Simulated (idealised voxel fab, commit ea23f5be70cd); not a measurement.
This section sets out a process module, namely voxel self aligned vias.
The cross-section on display is named cut; it measures 180 nm wide, and its cells are 5 nm squares.
A cross-section is written here as square cells arranged in a grid, and it is given in bands from the top down, each band taking up one or more rows of cells. In this notation a band is specified by the heights of its top and bottom, in that order and in nm, after which its materials appear from left to right, each paired with its width in nm. The word "edge to edge" attached to a single material means that material fills the band from edge to edge; the word "empty" stands for empty space. The reference from which all heights are counted is 0, the level beneath which the as-received wafer is entirely one material; the lowest band, having no lower bound, proceeds downward and is written after the example "from 0 down". Note: "30..40" means the width goes from the first number (top row of the band) to the second number (bottom row) in equal steps per row of cells. Where a step carries "stayed the same", the cross-section came out of it unchanged, cell for cell. Entry "Unvented cavities". Content: empty spaces with no open connection to the top, size 8 cells or greater. Each: width x height at distance. Distance: from left edge. Unit: nm. Heads up: the bit after the settings on a step's line is the simulator's remark on that step. The setting "overlay nm" may be written on the line of a step. When the step uses a mask, the value reports how far to the right of the planned place the mask lay, and a negative value reports that it lay to the left.

-- Planned step list for the process
1) RECEIVE with material Si
2) CONFORMAL_DEP with material SiO2, thk nm 15
3) CONFORMAL_DEP with material SiCN, thk nm 5
4) DIRECTIONAL_DEP with material SiO2, thk nm 25
5) PATTERN with tone open, mask id LINES, material resist, width nm 20, pitch nm 70, thk nm 20, overlay nm 0
6) DIRECTIONAL_ETCH with etch materials SiO2, depth nm 25
7) STRIP with etch materials resist
8) CONFORMAL_DEP with material TiN, thk nm 5
9) FILL_DEP with material Ru, thk nm 5
10) CMP with height nm 45
11) SELECTIVE_ETCH with etch materials W Ru TiN, depth nm 5
12) FILL_DEP with material SiN, thk nm 5
13) CMP with height nm 45
14) DIRECTIONAL_DEP with material SiO2, thk nm 15
15) PATTERN with tone open, mask id VIAS, material resist, width nm 40, pitch nm 70, thk nm 20, overlay nm 0
16) DIRECTIONAL_ETCH with etch materials SiO2, depth nm 15
17) DIRECTIONAL_ETCH with etch materials SiN, depth nm 5
18) STRIP with etch materials resist
19) CONFORMAL_DEP with material TiN, thk nm 5
20) FILL_DEP with material Cu, thk nm 10
21) CMP with height nm 60
22) CONFORMAL_DEP with material SiN, thk nm 5

-- Cross-section of the wafer upon arrival, representing the state reached after step 1
  from 0 down: Si edge to edge
  Unvented cavities: none

-- Cross-sectional image of the first of two wafers at the end of the module, the run having proceeded as planned
  from 65 to 60: SiN edge to edge
  from 60 to 50: SiO2: 35 / TiN: 5 / Cu: 30 / TiN: 5 / SiO2: 30 / TiN: 5 / Cu: 30 / TiN: 5 / SiO2: 35
  from 50 to 45: SiO2: 35 / TiN: 15 / Cu: 10 / TiN: 15 / SiO2: 30 / TiN: 15 / Cu: 10 / TiN: 15 / SiO2: 35
  from 45 to 40: SiO2: 45 / TiN: 20 / SiO2: 50 / TiN: 20 / SiO2: 45
  from 40 to 25: SiO2: 45 / TiN: 5 / Ru: 10 / TiN: 5 / SiO2: 50 / TiN: 5 / Ru: 10 / TiN: 5 / SiO2: 45
  from 25 to 20: SiO2: 45 / TiN: 20 / SiO2: 50 / TiN: 20 / SiO2: 45
  from 20 to 15: SiCN edge to edge
  from 15 to 0: SiO2 edge to edge
  from 0 down: Si edge to edge
  Unvented cavities: none

-- Module end: cross-section of wafer two of two. Same start and process plan as the first wafer. One mistake during execution
  from 65 to 60: SiN edge to edge
  from 60 to 45: SiO2: 35 / TiN: 5 / Cu: 30 / TiN: 5 / SiO2: 30 / TiN: 5 / Cu: 30 / TiN: 5 / SiO2: 35
  from 45 to 40: SiO2: 35 / TiN: 40 / SiO2: 30 / TiN: 40 / SiO2: 35
  from 40 to 30: SiO2: 35 / TiN: 15 / Ru: 10 / TiN: 15 / SiO2: 30 / TiN: 15 / Ru: 10 / TiN: 15 / SiO2: 35
  from 30 to 25: SiO2: 45 / TiN: 5 / Ru: 10 / TiN: 5 / SiO2: 50 / TiN: 5 / Ru: 10 / TiN: 5 / SiO2: 45
  from 25 to 20: SiO2: 45 / TiN: 20 / SiO2: 50 / TiN: 20 / SiO2: 45
  from 20 to 15: SiCN edge to edge
  from 15 to 0: SiO2 edge to edge
  from 0 down: Si edge to edge
  Unvented cavities: none
It is concluded that the wafer was processed incorrectly with respect to the plan, in that step 16 was run twice
Upon completion, the second wafer contains, in terms of cells, a greater or smaller amount of certain materials than the first wafer: Cu: 8 more, SiO2: 24 fewer, TiN: 16 more
